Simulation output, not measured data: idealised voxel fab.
The process module presented herein is designated voxel transistor to metal.
210 nm wide, 5 nm square cells: that's cross-section cut.
Reading order for cross-sections: top band down to bottom band. Underlying form: a grid of square cells. Band size: one or more rows of cells.
Look at the band entry: it leads with the top's height and the bottom's height in nm. Then it lists the materials left to right, with a width in nm for each. The word "edge to edge" on a single material says that material fills the band edge to edge. The word "empty" is empty space.
Counting heights begins at 0, where everything beneath is, in the wafer as received, one material. The lowest band has no bottom; it goes on downwards, as "0 nm and below" shows.
The width entry "30->40" should be interpreted row by row: the top row of cells in the band takes the first number, the bottom row takes the second number, and the change between adjacent rows is uniform throughout.
Basically "identical to before" means that step didn't change any cell in the cross-section.
In the "Completely sealed voids" entry, you get each enclosed empty space of 8 cells or more, one with no open way to the top, written width x height at distance, distance from the left edge, in nm.
Formally, on a step line, whatever follows the settings is a remark that the simulator itself makes on the step.
overlay nm: right-of-plan distance of the mask on a masked step; negative values mean left-of-plan.
# These are the steps we planned for the process
| 1 | RECEIVE,material Si |
| 2 | CONFORMAL_DEP,material SiO2,thk nm 5 |
| 3 | CONFORMAL_DEP,material SiN,thk nm 10 |
| 4 | MASKED_ETCH,tone cover,mask id ACTIVE,width nm 115,etch materials SiN,depth nm 10,overlay nm 0 |
| 5 | MASKED_ETCH,tone cover,mask id ACTIVE,width nm 115,etch materials SiO2,depth nm 5,overlay nm 0 |
| 6 | MASKED_ETCH,tone cover,mask id ACTIVE,width nm 115,etch materials Si,depth nm 35,overlay nm 0 |
| 7 | OXIDIZE,depth nm 5 |
| 8 | FILL_DEP,material SiO2,thk nm 15 |
| 9 | CMP,height nm 15 |
| 10 | SELECTIVE_ETCH,etch materials SiO2,depth nm 5 |
| 11 | STRIP,etch materials SiN |
| 12 | SELECTIVE_ETCH,etch materials SiO2,depth nm 5 |
| 13 | OXIDIZE,depth nm 5 |
| 14 | DIRECTIONAL_DEP,material polySi,thk nm 30 |
| 15 | DIRECTIONAL_DEP,material SiCN,thk nm 10 |
| 16 | PATTERN,tone cover,mask id GATE,material resist,width nm 25,thk nm 15,overlay nm 0 |
| 17 | DIRECTIONAL_ETCH,etch materials SiCN,depth nm 20 |
| 18 | DIRECTIONAL_ETCH,etch materials polySi,depth nm 40 |
| 19 | STRIP,etch materials resist |
| 20 | CONFORMAL_DEP,material SiN,thk nm 10 |
| 21 | DIRECTIONAL_ETCH,etch materials SiN,depth nm 10 |
| 22 | DIRECTIONAL_ETCH,etch materials SiO2,depth nm 5 |
| 23 | EPI,material nSi,thk nm 5 |
| 24 | FILL_DEP,material SiO2,thk nm 5 |
| 25 | CMP,height nm 40 |
| 26 | DIRECTIONAL_DEP,material SiO2,thk nm 10 |
| 27 | DIRECTIONAL_DEP,material aC,thk nm 10 |
| 28 | PATTERN,tone open,mask id CONTACT,material resist,width nm 20,pitch nm 75,thk nm 30,overlay nm 0 |
| 29 | DIRECTIONAL_ETCH,etch materials aC,depth nm 10 |
| 30 | STRIP,etch materials resist |
| 31 | DIRECTIONAL_ETCH,etch materials SiO2,depth nm 50 |
| 32 | STRIP,etch materials aC |
| 33 | CONFORMAL_DEP,material TiN,thk nm 5 |
| 34 | FILL_DEP,material Ru,thk nm 5 |
| 35 | CMP,height nm 50 |
| 36 | CONFORMAL_DEP,material SiCN,thk nm 5 |
| 37 | DIRECTIONAL_DEP,material lowk,thk nm 15 |
| 38 | PATTERN,tone open,mask id METAL_1,material resist,width nm 20,pitch nm 75,thk nm 20,overlay nm 0 |
| 39 | DIRECTIONAL_ETCH,etch materials lowk,depth nm 15 |
| 40 | DIRECTIONAL_ETCH,etch materials SiCN,depth nm 5 |
| 41 | STRIP,etch materials resist |
| 42 | CONFORMAL_DEP,material TiN,thk nm 5 |
| 43 | FILL_DEP,material W,thk nm 5 |
| 44 | CMP,height nm 70 |
| 45 | CONFORMAL_DEP,material SiN,thk nm 5 |
What sets these wafers apart? The depth nm at step 13. They all start alike, and the plan carries the first wafer's value.
# Here's the first of the wafers in cross-section, just as we got it, i.e. after step 1
    0 nm and below: Si edge to edge
    Completely sealed voids: none
# Rows = wafers. At module end, each row lists per material the cells gained (+) or lost (-) since the wafer was received, then the closed voids
depth nm 5; +36 Ru; -189 Si; +44 SiCN; +78 SiN; +441 SiO2; +64 TiN; +12 W; +102 lowk; +12 nSi; +30 polySi; Completely sealed voids: none
depth nm 10; +36 Ru; -210 Si; +44 SiCN; +78 SiN; +474 SiO2; +64 TiN; +12 W; +102 lowk; +30 polySi; Completely sealed voids: none
depth nm 15; +36 Ru; -231 Si; +44 SiCN; +78 SiN; +495 SiO2; +64 TiN; +12 W; +102 lowk; +30 polySi; Completely sealed voids: none
depth nm 20; +36 Ru; -252 Si; +44 SiCN; +78 SiN; +516 SiO2; +64 TiN; +12 W; +102 lowk; +30 polySi; Completely sealed voids: none
